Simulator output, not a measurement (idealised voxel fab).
process module | voxel tone inversion
cross-section cut | 225 nm wide | cells 5 nm
A cross-section is a grid of square cells, given in bands from the top down. A band is one or more rows of cells.
Each band's line starts with the height of the band's top and of its bottom, in nm. Then come its materials from left to right, each with its width in nm. One material with "throughout" fills the band from edge to edge. "air" is empty space.
Height 0 is the level under which the wafer as received is all one material. The lowest band goes on downwards, as in "0 down".
A width such as "30 to 40" changes by the same amount from each row of cells to the next, from the band's top row to its bottom row.
"no change" after a step means that no cell of the cross-section changed.
closed voids: empty space of 8 cells or more with no open way to the top, each as width x height at its distance from the left edge, in nm
after a step's settings: what the simulator itself notes on the step
overlay nm, on a step with a mask: how far to the right of its planned place the mask lay; to the left if negative
plan
1 op RECEIVE | material Si
2 op CONFORMAL_DEP | material SiCN | thk nm 5
3 op DIRECTIONAL_DEP | material polySi | thk nm 25
4 op PATTERN | tone cover | mask id POSTS | material resist | width nm 25 | pitch nm 50 | thk nm 35 | overlay nm 0
5 op DIRECTIONAL_ETCH | etch materials polySi | depth nm 25
6 op STRIP | etch materials resist
7 op FILL_DEP | material lowk | thk nm 5
8 op CMP | height nm 30
9 op STRIP | etch materials polySi
first wafer, as planned
as received, after step 1
  0 down: Si throughout
  closed voids: none
after step 2
  5 to 0: SiCN throughout
  below 0: unchanged
after step 3
  30 to 5: polySi throughout
  below 5: unchanged
after step 4
  65 to 30: air 75 | resist 25 | air 25 | resist 25 | air 75
  below 30: unchanged
after step 5
  65 to 30: air 75 | resist 25 | air 25 | resist 25 | air 75
  30 to 5: air 75 | polySi 25 | air 25 | polySi 25 | air 75
  below 5: unchanged
after step 6
  30 to 5: air 75 | polySi 25 | air 25 | polySi 25 | air 75
  below 5: unchanged
after step 7
  35 to 30: lowk throughout
  30 to 5: lowk 75 | polySi 25 | lowk 25 | polySi 25 | lowk 75
  below 5: unchanged
after step 8
  30 to 5: lowk 75 | polySi 25 | lowk 25 | polySi 25 | lowk 75
  below 5: unchanged
after step 9
  30 to 5: lowk 75 | air 25 | lowk 25 | air 25 | lowk 75
  below 5: unchanged
second wafer: like start, like plan, one mistake. Through step 1 it matches the first wafer
when step 2 should have ended
  25 to 0: polySi throughout
  below 0: unchanged
when step 3 should have ended
  30 to 25: SiCN throughout
  below 25: unchanged
when step 4 should have ended
  65 to 30: air 75 | resist 25 | air 25 | resist 25 | air 75
  below 30: unchanged
when step 5 should have ended: no change
when step 6 should have ended
  30 to 25: SiCN throughout
  below 25: unchanged
when step 7 should have ended
  35 to 30: lowk throughout
  below 30: unchanged
when step 8 should have ended
  30 to 25: SiCN throughout
  below 25: unchanged
when step 9 should have ended: no change
what went wrong: steps 2 and 3 were swapped
at the end the second wafer has, in cells: 175 fewer of lowk | 225 more of polySi
